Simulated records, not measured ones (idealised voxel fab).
process module | voxel self aligned contacts
cross-section cut | 225 nm wide | cells 5 nm
A cross-section is a grid of square cells, given in bands from the top down. A band is one or more rows of cells.
Each band's line starts with the height of the band's top and of its bottom, in nm. Then come its materials from left to right, each with its width in nm. One material with "throughout" fills the band from edge to edge. "air" is empty space.
Height 0 is the level under which the wafer as received is all one material. The lowest band goes on downwards, as in "0 down".
A width such as "30 to 40" changes by the same amount from each row of cells to the next, from the band's top row to its bottom row.
"no change" after a step means that no cell of the cross-section changed.
closed voids: empty space of 8 cells or more with no open way to the top, each as width x height at its distance from the left edge, in nm
after a step's settings: what the simulator itself notes on the step
overlay nm, on a step with a mask: how far to the right of its planned place the mask lay; to the left if negative
plan
1 op RECEIVE | material Si
2 op OXIDIZE | depth nm 5
3 op DIRECTIONAL_DEP | material polySi | thk nm 20
4 op DIRECTIONAL_DEP | material SiN | thk nm 25
5 op DIRECTIONAL_DEP | material aC | thk nm 10
6 op PATTERN | tone cover | mask id GATE | material resist | width nm 25 | pitch nm 70 | thk nm 25 | overlay nm 0
7 op DIRECTIONAL_ETCH | etch materials aC | depth nm 10
8 op STRIP | etch materials resist
9 op DIRECTIONAL_ETCH | etch materials SiN | depth nm 25
10 op DIRECTIONAL_ETCH | etch materials polySi | depth nm 20
11 op STRIP | etch materials aC
12 op CONFORMAL_DEP | material SiN | thk nm 10
13 op DIRECTIONAL_ETCH | etch materials SiN | depth nm 10
14 op FILL_DEP | material SiO2 | thk nm 15
15 op CMP | height nm 50
16 op DIRECTIONAL_DEP | material aC | thk nm 10
17 op PATTERN | tone open | mask id CONTACT | material resist | width nm 55 | pitch nm 70 | thk nm 30 | overlay nm 0
18 op DIRECTIONAL_ETCH | etch materials aC | depth nm 10
19 op STRIP | etch materials resist
20 op DIRECTIONAL_ETCH | etch materials SiO2 | depth nm 55
21 op STRIP | etch materials aC
22 op CONFORMAL_DEP | material TiN | thk nm 5
23 op FILL_DEP | material Ru | thk nm 10
24 op CMP | height nm 50
25 op CONFORMAL_DEP | material SiN | thk nm 5
first wafer, as planned
as received, after step 1
  0 down: Si throughout
  closed voids: none
after step 2
  0 to -5: SiO2 throughout
  below -5: unchanged
after step 3
  20 to 0: polySi throughout
  below 0: unchanged
after step 4
  45 to 20: SiN throughout
  below 20: unchanged
after step 5
  55 to 45: aC throughout
  below 45: unchanged
after step 6
  80 to 55: air 30 | resist 25 | air 45 | resist 25 | air 45 | resist 25 | air 30
  below 55: unchanged
after step 7
  70 to 55: air 30 | resist 25 | air 45 | resist 25 | air 45 | resist 25 | air 30
  55 to 45: air 30 | aC 25 | air 45 | aC 25 | air 45 | aC 25 | air 30
  below 45: unchanged
after step 8
  55 to 45: air 30 | aC 25 | air 45 | aC 25 | air 45 | aC 25 | air 30
  below 45: unchanged
after step 9
  55 to 45: air 30 | aC 25 | air 45 | aC 25 | air 45 | aC 25 | air 30
  45 to 20: air 30 | SiN 25 | air 45 | SiN 25 | air 45 | SiN 25 | air 30
  below 20: unchanged
after step 10
  55 to 45: air 30 | aC 25 | air 45 | aC 25 | air 45 | aC 25 | air 30
  45 to 20: air 30 | SiN 25 | air 45 | SiN 25 | air 45 | SiN 25 | air 30
  20 to 0: air 30 | polySi 25 | air 45 | polySi 25 | air 45 | polySi 25 | air 30
  below 0: unchanged
after step 11
  45 to 20: air 30 | SiN 25 | air 45 | SiN 25 | air 45 | SiN 25 | air 30
  below 20: unchanged
after step 12
  55 to 20: air 20 | SiN 45 | air 25 | SiN 45 | air 25 | SiN 45 | air 20
  20 to 10: air 20 | SiN 10 | polySi 25 | SiN 10 | air 25 | SiN 10 | polySi 25 | SiN 10 | air 25 | SiN 10 | polySi 25 | SiN 10 | air 20
  10 to 0: SiN 30 | polySi 25 | SiN 45 | polySi 25 | SiN 45 | polySi 25 | SiN 30
  below 0: unchanged
after step 13
  45 to 20: air 20 | SiN 45 | air 25 | SiN 45 | air 25 | SiN 45 | air 20
  20 to 0: air 20 | SiN 10 | polySi 25 | SiN 10 | air 25 | SiN 10 | polySi 25 | SiN 10 | air 25 | SiN 10 | polySi 25 | SiN 10 | air 20
  below 0: unchanged
after step 14
  60 to 45: SiO2 throughout
  45 to 20: SiO2 20 | SiN 45 | SiO2 25 | SiN 45 | SiO2 25 | SiN 45 | SiO2 20
  20 to 0: SiO2 20 | SiN 10 | polySi 25 | SiN 10 | SiO2 25 | SiN 10 | polySi 25 | SiN 10 | SiO2 25 | SiN 10 | polySi 25 | SiN 10 | SiO2 20
  below 0: unchanged
after step 15
  50 to 45: SiO2 throughout
  below 45: unchanged
after step 16
  60 to 50: aC throughout
  below 50: unchanged
after step 17
  90 to 60: resist 50 | air 55 | resist 15 | air 55 | resist 50
  below 60: unchanged
after step 18
  80 to 60: resist 50 | air 55 | resist 15 | air 55 | resist 50
  60 to 50: aC 50 | air 55 | aC 15 | air 55 | aC 50
  below 50: unchanged
after step 19
  60 to 50: aC 50 | air 55 | aC 15 | air 55 | aC 50
  below 50: unchanged
after step 20
  60 to 50: aC 50 | air 55 | aC 15 | air 55 | aC 50
  50 to 45: SiO2 50 | air 55 | SiO2 15 | air 55 | SiO2 50
  45 to 20: SiO2 20 | SiN 45 | air 25 | SiN 45 | air 25 | SiN 45 | SiO2 20
  20 to 0: SiO2 20 | SiN 10 | polySi 25 | SiN 10 | air 25 | SiN 10 | polySi 25 | SiN 10 | air 25 | SiN 10 | polySi 25 | SiN 10 | SiO2 20
  0 to -5: SiO2 65 | air 25 | SiO2 45 | air 25 | SiO2 65
  below -5: unchanged
after step 21
  50 to 45: SiO2 50 | air 55 | SiO2 15 | air 55 | SiO2 50
  below 45: unchanged
after step 22
  55 to 50: TiN 55 | air 45 | TiN 25 | air 45 | TiN 55
  50 to 45: SiO2 50 | TiN 20 | air 15 | TiN 20 | SiO2 15 | TiN 20 | air 15 | TiN 20 | SiO2 50
  45 to 20: SiO2 20 | SiN 45 | TiN 5 | air 15 | TiN 5 | SiN 45 | TiN 5 | air 15 | TiN 5 | SiN 45 | SiO2 20
  20 to 0: SiO2 20 | SiN 10 | polySi 25 | SiN 10 | TiN 5 | air 15 | TiN 5 | SiN 10 | polySi 25 | SiN 10 | TiN 5 | air 15 | TiN 5 | SiN 10 | polySi 25 | SiN 10 | SiO2 20
  0 to -5: SiO2 65 | TiN 25 | SiO2 45 | TiN 25 | SiO2 65
  below -5: unchanged
after step 23
  65 to 55: Ru throughout
  55 to 50: TiN 55 | Ru 45 | TiN 25 | Ru 45 | TiN 55
  50 to 45: SiO2 50 | TiN 20 | Ru 15 | TiN 20 | SiO2 15 | TiN 20 | Ru 15 | TiN 20 | SiO2 50
  45 to 20: SiO2 20 | SiN 45 | TiN 5 | Ru 15 | TiN 5 | SiN 45 | TiN 5 | Ru 15 | TiN 5 | SiN 45 | SiO2 20
  20 to 0: SiO2 20 | SiN 10 | polySi 25 | SiN 10 | TiN 5 | Ru 15 | TiN 5 | SiN 10 | polySi 25 | SiN 10 | TiN 5 | Ru 15 | TiN 5 | SiN 10 | polySi 25 | SiN 10 | SiO2 20
  below 0: unchanged
after step 24
  50 to 45: SiO2 50 | TiN 20 | Ru 15 | TiN 20 | SiO2 15 | TiN 20 | Ru 15 | TiN 20 | SiO2 50
  below 45: unchanged
after step 25
  55 to 50: SiN throughout
  below 50: unchanged
second wafer: like start, like plan, one mistake. Through step 5 it matches the first wafer
when step 6 should have ended
  80 to 55: resist 30 | air 25 | resist 45 | air 25 | resist 45 | air 25 | resist 30
  below 55: unchanged
when step 7 should have ended
  70 to 55: resist 30 | air 25 | resist 45 | air 25 | resist 45 | air 25 | resist 30
  55 to 45: aC 30 | air 25 | aC 45 | air 25 | aC 45 | air 25 | aC 30
  below 45: unchanged
when step 8 should have ended
  55 to 45: aC 30 | air 25 | aC 45 | air 25 | aC 45 | air 25 | aC 30
  below 45: unchanged
when step 9 should have ended
  55 to 45: aC 30 | air 25 | aC 45 | air 25 | aC 45 | air 25 | aC 30
  45 to 20: SiN 30 | air 25 | SiN 45 | air 25 | SiN 45 | air 25 | SiN 30
  below 20: unchanged
when step 10 should have ended
  55 to 45: aC 30 | air 25 | aC 45 | air 25 | aC 45 | air 25 | aC 30
  45 to 20: SiN 30 | air 25 | SiN 45 | air 25 | SiN 45 | air 25 | SiN 30
  20 to 0: polySi 30 | air 25 | polySi 45 | air 25 | polySi 45 | air 25 | polySi 30
  below 0: unchanged
when step 11 should have ended
  45 to 20: SiN 30 | air 25 | SiN 45 | air 25 | SiN 45 | air 25 | SiN 30
  below 20: unchanged
when step 12 should have ended
  55 to 20: SiN 40 | air 5 | SiN 65 | air 5 | SiN 65 | air 5 | SiN 40
  20 to 10: polySi 30 | SiN 10 | air 5 | SiN 10 | polySi 45 | SiN 10 | air 5 | SiN 10 | polySi 45 | SiN 10 | air 5 | SiN 10 | polySi 30
  10 to 0: polySi 30 | SiN 25 | polySi 45 | SiN 25 | polySi 45 | SiN 25 | polySi 30
  below 0: unchanged
when step 13 should have ended
  45 to 20: SiN 40 | air 5 | SiN 65 | air 5 | SiN 65 | air 5 | SiN 40
  20 to 0: polySi 30 | SiN 10 | air 5 | SiN 10 | polySi 45 | SiN 10 | air 5 | SiN 10 | polySi 45 | SiN 10 | air 5 | SiN 10 | polySi 30
  below 0: unchanged
when step 14 should have ended
  60 to 45: SiO2 throughout
  45 to 20: SiN 40 | SiO2 5 | SiN 65 | SiO2 5 | SiN 65 | SiO2 5 | SiN 40
  20 to 0: polySi 30 | SiN 10 | SiO2 5 | SiN 10 | polySi 45 | SiN 10 | SiO2 5 | SiN 10 | polySi 45 | SiN 10 | SiO2 5 | SiN 10 | polySi 30
  below 0: unchanged
when step 15 should have ended
  50 to 45: SiO2 throughout
  below 45: unchanged
when step 16 should have ended
  60 to 50: aC throughout
  below 50: unchanged
when step 17 should have ended
  90 to 60: resist 50 | air 55 | resist 15 | air 55 | resist 50
  below 60: unchanged
when step 18 should have ended
  80 to 60: resist 50 | air 55 | resist 15 | air 55 | resist 50
  60 to 50: aC 50 | air 55 | aC 15 | air 55 | aC 50
  below 50: unchanged
when step 19 should have ended
  60 to 50: aC 50 | air 55 | aC 15 | air 55 | aC 50
  below 50: unchanged
when step 20 should have ended
  60 to 50: aC 50 | air 55 | aC 15 | air 55 | aC 50
  50 to 45: SiO2 50 | air 55 | SiO2 15 | air 55 | SiO2 50
  below 45: unchanged
when step 21 should have ended
  50 to 45: SiO2 50 | air 55 | SiO2 15 | air 55 | SiO2 50
  below 45: unchanged
when step 22 should have ended
  55 to 50: TiN 55 | air 45 | TiN 25 | air 45 | TiN 55
  50 to 45: SiO2 50 | TiN 55 | SiO2 15 | TiN 55 | SiO2 50
  below 45: unchanged
when step 23 should have ended
  65 to 55: Ru throughout
  55 to 50: TiN 55 | Ru 45 | TiN 25 | Ru 45 | TiN 55
  below 50: unchanged
when step 24 should have ended
  50 to 45: SiO2 50 | TiN 55 | SiO2 15 | TiN 55 | SiO2 50
  below 45: unchanged
when step 25 should have ended
  55 to 50: SiN throughout
  below 50: unchanged
what went wrong: step 6 ran as: op PATTERN | tone open | mask id GATE | material resist | width nm 25 | pitch nm 70 | thk nm 25 | overlay nm 0
at the end the second wafer has, in cells: 60 fewer of Ru | 75 more of SiN | 35 fewer of SiO2 | 40 fewer of TiN | 60 more of polySi
